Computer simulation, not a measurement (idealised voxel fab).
This is a process module. Its name is voxel capacitor over wiring.
Each square cell in cross-section cut measures 5 nm, and the section as a whole is 295 nm wide.
Throughout this document, each cross-section is represented as a grid of square cells and is presented as a sequence of bands enumerated from the top downward, where a band comprises one or more rows of cells.
Basically the band line says how high the top is and how high the bottom is, in nm, and then what's in it from left to right, every material with its width in nm. Empty space shows up as "blank", and if a single material carries "everywhere" it runs the full band edge to edge.
Height is counted from the level 0, under which the received wafer is composed throughout of one material. The lowest of the bands is not closed at the bottom but continues downward, in the notation "0..down".
Width spec "30->40" -> top row of cells at first value, bottom row at second value, equal per-row change in between.
"identical to before" after a step means that no cell of the cross-section changed.
Closed-off voids of 8+ cells (no open route to the top) go in "Closed void list", written width x height at distance from the left edge, in nm.
Text after the settings on a step's line: the simulator's own remark on that step.
For masked steps, "overlay nm" on the step line gives how far right of plan the mask actually lay; a minus sign means it lay to the left.

Process steps - plan:
1,RECEIVE: material Si
2,CONFORMAL_DEP: material SiO2, thk nm 10
3,DIRECTIONAL_DEP: material TiN, thk nm 5
4,DIRECTIONAL_DEP: material W, thk nm 25
5,MASKED_ETCH: tone cover, mask id METAL_1, width nm 20, pitch nm 80, etch materials W, depth nm 25, overlay nm 0
6,MASKED_ETCH: tone cover, mask id METAL_1, width nm 20, pitch nm 80, etch materials TiN, depth nm 5, overlay nm -15
7,FILL_DEP: material SiO2, thk nm 5
8,CMP: height nm 40
9,CONFORMAL_DEP: material SiCN, thk nm 5
10,DIRECTIONAL_DEP: material SiO2, thk nm 15
11,DIRECTIONAL_DEP: material aC, thk nm 10
12,PATTERN: tone open, mask id PLUG_1, material resist, width nm 15, thk nm 25, overlay nm 0
13,DIRECTIONAL_ETCH: etch materials aC, depth nm 10
14,STRIP: etch materials resist
15,DIRECTIONAL_ETCH: etch materials SiO2, depth nm 15
16,DIRECTIONAL_ETCH: etch materials SiCN, depth nm 5
17,STRIP: etch materials aC
18,EPI: material Ru, thk nm 10
19,EPI: material Ru, thk nm 10
20,DIRECTIONAL_DEP: material TiN, thk nm 5
21,DIRECTIONAL_DEP: material Al2O3, thk nm 5
22,DIRECTIONAL_DEP: material TiN, thk nm 10
23,MASKED_ETCH: tone cover, mask id UPPER_PLATE, width nm 65, etch materials TiN, depth nm 10, overlay nm 0
24,MASKED_ETCH: tone cover, mask id UPPER_PLATE, width nm 65, etch materials Al2O3, depth nm 5, overlay nm 0
25,PATTERN: tone cover, mask id LOWER_PLATE, material resist, width nm 75, thk nm 15, overlay nm 0
26,DIRECTIONAL_ETCH: etch materials TiN, depth nm 5
27,STRIP: etch materials resist
28,FILL_DEP: material SiO2, thk nm 20
29,CMP: height nm 95
30,DIRECTIONAL_DEP: material aC, thk nm 15
31,PATTERN: tone open, mask id PLUG_2, material resist, width nm 15, thk nm 30, overlay nm 0
32,DIRECTIONAL_ETCH: etch materials aC, depth nm 15
33,STRIP: etch materials resist
34,DIRECTIONAL_ETCH: etch materials SiO2, depth nm 15
35,STRIP: etch materials aC
36,CONFORMAL_DEP: material TiN, thk nm 5
37,FILL_DEP: material Ru, thk nm 5
38,CMP: height nm 95
39,CONFORMAL_DEP: material SiCN, thk nm 5
Variable across wafers: step 6 overlay nm (plan value is that of the first wafer; starting state common to all).

Incoming state of the first of several wafers in cross-section: after step 1:
> 0..down: Si everywhere
> Closed void list: none

Take any row and you have a wafer at the end of the module: how many cells of each material it has gained (+) or lost (-) since it was received, and then its closed voids:
overlay nm -15; +13 Al2O3; +14 Ru; +115 SiCN; +936 SiO2; +62 TiN; +40 W; Closed void list: none
overlay nm -10; +13 Al2O3; +14 Ru; +115 SiCN; +938 SiO2; +60 TiN; +40 W; Closed void list: none
overlay nm -5; +13 Al2O3; +14 Ru; +115 SiCN; +940 SiO2; +58 TiN; +40 W; Closed void list: none
overlay nm 0; +13 Al2O3; +14 Ru; +115 SiCN; +942 SiO2; +56 TiN; +40 W; Closed void list: none
overlay nm 5; +13 Al2O3; +14 Ru; +115 SiCN; +940 SiO2; +58 TiN; +40 W; Closed void list: none
overlay nm 10; +13 Al2O3; +14 Ru; +115 SiCN; +938 SiO2; +60 TiN; +40 W; Closed void list: none
overlay nm 15; +13 Al2O3; +14 Ru; +115 SiCN; +936 SiO2; +62 TiN; +40 W; Closed void list: none
